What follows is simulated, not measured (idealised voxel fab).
You're looking at the process module voxel plated lines.
FYI the section here is cut, 190 nm wide, cells are 5 nm squares.
The cross-sections in this document take the form of a grid made of square cells. They are written out as bands, in order from top to bottom. Each band consists of one or more rows of cells. This entry defines a band. It first specifies the height of the band's top and the height of its bottom in nm, and then specifies the band's materials from left to right, stating each material with its width in nm. The word "all across" identifies a single material that fills the band from edge to edge, while the word "air" identifies empty space. Counting heights begins at 0, where everything beneath is, in the wafer as received, one material. The lowest band has no bottom; it goes on downwards, as "0 nm and below" shows. You'd read "30..40" like this: the band's top row of cells is as wide as the first number, its bottom row is as wide as the second, and going down, every row changes width by the same amount as the row before did. Reading "no modification" for a step: not a cell of the cross-section changed in it. "Sealed internal voids" specifies each empty space that is not open to the top and that occupies no fewer than 8 cells, using the form width x height at distance, the distance measured from the left edge and all three quantities in nm. Post-settings text on a step line: simulator's own remark regarding the step. overlay nm: for a step with a mask, the amount by which the mask lay right of where it was planned; a negative amount means left of it.
Listed below are the process steps as planned:
step 1: RECEIVE (material Si)
step 2: CONFORMAL_DEP (material Al2O3; thk nm 15)
step 3: DIRECTIONAL_DEP (material TiN; thk nm 5)
step 4: PATTERN (tone open; mask id LINES; material resist; width nm 20; pitch nm 40; thk nm 15; overlay nm 0)
step 5: EPI (material Ru; thk nm 10)
step 6: STRIP (etch materials resist)
step 7: DIRECTIONAL_ETCH (etch materials TiN; depth nm 5)
step 8: CONFORMAL_DEP (material SiCN; thk nm 5)
First wafer, two in total, run as planned:
Incoming wafer, cross-sectional view, post step 1:
- 0 nm and below = Si all across
- Sealed internal voids: none
Presented here is a cross-section of the wafer after step 2 has been performed:
- 15 nm to 0 nm = Al2O3 all across
- Under 0: no change, same as before.
Presented here is a cross-section of the wafer after step 3 has been performed:
- 20 nm to 15 nm = TiN all across
- Under 15: no change, same as before.
Presented here is a cross-section of the wafer after step 4 has been performed:
- 35 nm to 20 nm = resist: 45  air: 20  resist: 20  air: 20  resist: 20  air: 20  resist: 45
- Under 20: no change, same as before.
Presented here is a cross-section of the wafer after step 5 has been performed:
- 35 nm to 30 nm = resist: 45  air: 20  resist: 20  air: 20  resist: 20  air: 20  resist: 45
- 30 nm to 20 nm = resist: 45  Ru: 20  resist: 20  Ru: 20  resist: 20  Ru: 20  resist: 45
- Under 20: no change, same as before.
Presented here is a cross-section of the wafer after step 6 has been performed:
- 30 nm to 20 nm = air: 45  Ru: 20  air: 20  Ru: 20  air: 20  Ru: 20  air: 45
- Under 20: no change, same as before.
Presented here is a cross-section of the wafer after step 7 has been performed:
- 30 nm to 20 nm = air: 45  Ru: 20  air: 20  Ru: 20  air: 20  Ru: 20  air: 45
- 20 nm to 15 nm = air: 45  TiN: 20  air: 20  TiN: 20  air: 20  TiN: 20  air: 45
- Under 15: no change, same as before.
Presented here is a cross-section of the wafer after step 8 has been performed:
- 35 nm to 30 nm = air: 40  SiCN: 30  air: 10  SiCN: 30  air: 10  SiCN: 30  air: 40
- 30 nm to 20 nm = air: 40  SiCN: 5  Ru: 20  SiCN: 5  air: 10  SiCN: 5  Ru: 20  SiCN: 5  air: 10  SiCN: 5  Ru: 20  SiCN: 5  air: 40
- 20 nm to 15 nm = SiCN: 45  TiN: 20  SiCN: 20  TiN: 20  SiCN: 20  TiN: 20  SiCN: 45
- Under 15: no change, same as before.
It is to be noted that the second wafer proceeded from the same initial state and according to the same plan as the first, although one mistake was committed in its execution; through step 1, inclusive, the two wafers share an identical history:
Cross-section: second wafer, time at which step 2 was scheduled to end:
- 5 nm to 0 nm = TiN all across
- Under 0: no change, same as before.
Cross-section: second wafer, time at which step 3 was scheduled to end:
- 20 nm to 5 nm = Al2O3 all across
- Under 5: no change, same as before.
Cross-section: second wafer, time at which step 4 was scheduled to end:
- 35 nm to 20 nm = resist: 45  air: 20  resist: 20  air: 20  resist: 20  air: 20  resist: 45
- Under 20: no change, same as before.
Cross-section: second wafer, time at which step 5 was scheduled to end: no modification
Cross-section: second wafer, time at which step 6 was scheduled to end:
- 20 nm to 5 nm = Al2O3 all across
- Under 5: no change, same as before.
Cross-section: second wafer, time at which step 7 was scheduled to end: no modification
Cross-section: second wafer, time at which step 8 was scheduled to end:
- 25 nm to 20 nm = SiCN all across
- Under 20: no change, same as before.
Against the plan, the run slipped here: step 3 occupied the plan position of step 2, and the converse holds as well
It is noted that, at the conclusion of processing, the second wafer exhibits a higher or lower cell count for certain materials relative to the first: 24 fewer of Ru, 18 fewer of SiCN, 26 more of TiN
